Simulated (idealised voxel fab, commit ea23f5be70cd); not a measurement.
Title: Process Module voxel released beams
The figure presents cross-section cut, which has a width of 200 nm and is divided into square cells with an edge length of 5 nm.
For the purposes of this document, a cross-section shall be understood as a grid of square cells, specified as bands listed in top-to-bottom order, each band consisting of one or more rows of cells. This entry defines a band. It first specifies the height of the band's top and the height of its bottom in nm, and then specifies the band's materials from left to right, stating each material with its width in nm. The word "everywhere" identifies a single material that fills the band from edge to edge, while the word "empty" identifies empty space. Heights are expressed relative to 0, this being the level below which the as-received wafer comprises one material exclusively. The lowest band is unbounded in the downward direction and is denoted as in "0 and below". So if you see something like "30->40" for the width, read it as the top row of the band sitting at the first number and the bottom row at the second, with every row in between moving by the same amount as the last. Where a step carries "no change", the cross-section came out of it unchanged, cell for cell. What "Voids, enclosed" gives you is every empty space of 8 cells or more that is cut off from the top. Each appears as width x height at distance, with the distance taken from the left edge and width, height and distance all in nm. If you see something after the settings on a step's line, that's the simulator's own remark about that step. Each step line may optionally specify "overlay nm", which for a step with a mask gives the rightward distance between the mask's planned place and where it lay, a negative value indicating the leftward direction.

[These are the steps we planned for the process]
1) RECEIVE (material Si)
2) CONFORMAL_DEP (material SiN; thk nm 5)
3) DIRECTIONAL_DEP (material SiO2; thk nm 20)
4) PATTERN (tone open; mask id ANCHOR; material resist; width nm 35; thk nm 20; overlay nm 0)
5) DIRECTIONAL_ETCH (etch materials SiO2; depth nm 20)
6) STRIP (etch materials resist)
7) CONFORMAL_DEP (material TiN; thk nm 15)
8) MASKED_ETCH (tone cover; mask id BEAM; width nm 120; etch materials TiN; depth nm 15; overlay nm 0)
9) STRIP (etch materials SiO2)

[Cross-section of the wafer as it came to us, i.e., already through step 1]
> 0 and below  Si everywhere
> Voids, enclosed: none

[The first of two wafers, cross-sectioned at the end of the module, with the run proceeding as planned]
> 40 down to 25  35 of empty / 20 of TiN / 5 of empty / 95 of TiN / 45 of empty
> 25 down to 20  40 of empty / 15 of TiN / 5 of empty / 15 of TiN / 125 of empty
> 20 down to 5  40 of empty / 35 of TiN / 125 of empty
> 5 down to 0  SiN everywhere
> 0 and below  Si everywhere
> Voids, enclosed: none

[So this is wafer number two of the two, cut at the end of the module - it started where the first did and had the same plan, we just got one thing wrong running it]
> 40 down to 25  40 of empty / 15 of TiN / 5 of empty / 100 of TiN / 40 of empty
> 25 down to 20  40 of empty / 15 of TiN / 5 of empty / 15 of TiN / 125 of empty
> 20 down to 5  40 of empty / 35 of TiN / 125 of empty
> 5 down to 0  SiN everywhere
> 0 and below  Si everywhere
> Voids, enclosed: none
Processing error: off-plan run, step 8, actual operation and settings MASKED_ETCH (tone cover; mask id BEAM; width nm 120; etch materials TiN; depth nm 15; overlay nm 5)
Both wafers, final: cells per material equal; arrangement not.
